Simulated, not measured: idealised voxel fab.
process module | voxel released beams
cross-section cut | 290 nm wide | cells 5 nm
A cross-section is a grid of square cells, given in bands from the top down. A band is one or more rows of cells.
Each band's line starts with the height of the band's top and of its bottom, in nm. Then come its materials from left to right, each with its width in nm. One material with "throughout" fills the band from edge to edge. "air" is empty space.
Height 0 is the level under which the wafer as received is all one material. The lowest band goes on downwards, as in "0 down".
A width such as "30 to 40" changes by the same amount from each row of cells to the next, from the band's top row to its bottom row.
"no change" after a step means that no cell of the cross-section changed.
closed voids: empty space of 8 cells or more with no open way to the top, each as width x height at its distance from the left edge, in nm
after a step's settings: what the simulator itself notes on the step
overlay nm, on a step with a mask: how far to the right of its planned place the mask lay; to the left if negative
plan
1 op RECEIVE | material Si
2 op CONFORMAL_DEP | material SiN | thk nm 5
3 op DIRECTIONAL_DEP | material SiO2 | thk nm 10
4 op DIRECTIONAL_DEP | material aC | thk nm 10
5 op PATTERN | tone open | mask id ANCHOR | material resist | width nm 40 | thk nm 25 | overlay nm 0
6 op DIRECTIONAL_ETCH | etch materials aC | depth nm 10
7 op STRIP | etch materials resist
8 op DIRECTIONAL_ETCH | etch materials SiO2 | depth nm 10
9 op STRIP | etch materials aC
10 op CONFORMAL_DEP | material W | thk nm 15
11 op MASKED_ETCH | tone cover | mask id BEAM | width nm 120 | etch materials W | depth nm 15 | overlay nm -15
12 op STRIP | etch materials SiO2
varied across the wafers: overlay nm of step 11. The plan shows the first wafer's value. All wafers start alike
first wafer as received, after step 1
  0 down: Si throughout
  closed voids: none
each wafer at the end: cells of each material gained (+) or lost (-) since it was received, then its closed voids
overlay nm -15 | +58 SiN | +84 W | closed voids: none
overlay nm -10 | +58 SiN | +84 W | closed voids: none
overlay nm -5 | +58 SiN | +84 W | closed voids: none
overlay nm 0 | +58 SiN | +84 W | closed voids: none
overlay nm 5 | +58 SiN | +84 W | closed voids: none
overlay nm 10 | +58 SiN | +84 W | closed voids: none
overlay nm 15 | +58 SiN | +84 W | closed voids: none
